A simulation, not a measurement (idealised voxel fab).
Herein follows the process module entitled voxel released beams.
The cross-section shown here is cut; it is 140 nm wide and divided into square cells measuring 5 nm on a side.
Just so we're on the same page, the cross-sections are grids of square cells, and they're listed out in bands top to bottom, each band one or more rows deep. What a band's entry tells you: where the top is and where the bottom is, as heights in nm, and after that what lies inside, material by material from left to right, each with its width in nm. Empty space is written as the word "air", and a single material marked with the word "everywhere" occupies the band from edge to edge. Note: height 0 marks the level under which the wafer is uniformly one material as received. Lowest band unbounded below, written "0 down". Width: "30..40" (first number = top row, second number = bottom row, same change from row to row of cells). "all unchanged" for a step: no cell of the cross-section changed in that step. Encapsulated voids: empty space of 8 cells or more with no open way to the top, each as width x height at its distance from the left edge, in nm. On a step's line, text after the settings is the simulator commenting on that step. overlay nm: mask offset rightward from planned place, masked step; negative means leftward offset.
This section lists the process steps that were planned:
1. RECEIVE, material Si
2. CONFORMAL_DEP, material Al2O3, thk nm 5
3. DIRECTIONAL_DEP, material SiO2, thk nm 10
4. MASKED_ETCH, tone open, mask id ANCHOR, width nm 30, etch materials SiO2, depth nm 10, overlay nm 0
5. CONFORMAL_DEP, material W, thk nm 10
6. MASKED_ETCH, tone cover, mask id BEAM, width nm 80, etch materials W, depth nm 10, overlay nm 0
7. STRIP, etch materials SiO2
Cross-section of the incoming wafer, state after step 1:
0 down  Si everywhere
Encapsulated voids: none
End-of-module cross-section of the first of two wafers, processed as planned:
25 to 15  air (25) | W (15) | air (10) | W (55) | air (35)
15 to 5  air (30) | W (30) | air (80)
5 to 0  Al2O3 everywhere
0 down  Si everywhere
Encapsulated voids: none
Second wafer cross-section at end of module - shared start and plan with the first, one mistake in the run:
25 to 15  air (25) | W (80) | air (35)
15 to 5  air (35) | W (20) | air (85)
5 to 0  Al2O3 everywhere
0 down  Si everywhere
Encapsulated voids: none
Which mistake was made when the wafer was run? step 4 went in with a setting other than planned; the actual run was MASKED_ETCH, tone open, mask id ANCHOR, width nm 20, etch materials SiO2, depth nm 10, overlay nm 0
Both wafers, final: cells per material equal; arrangement not.
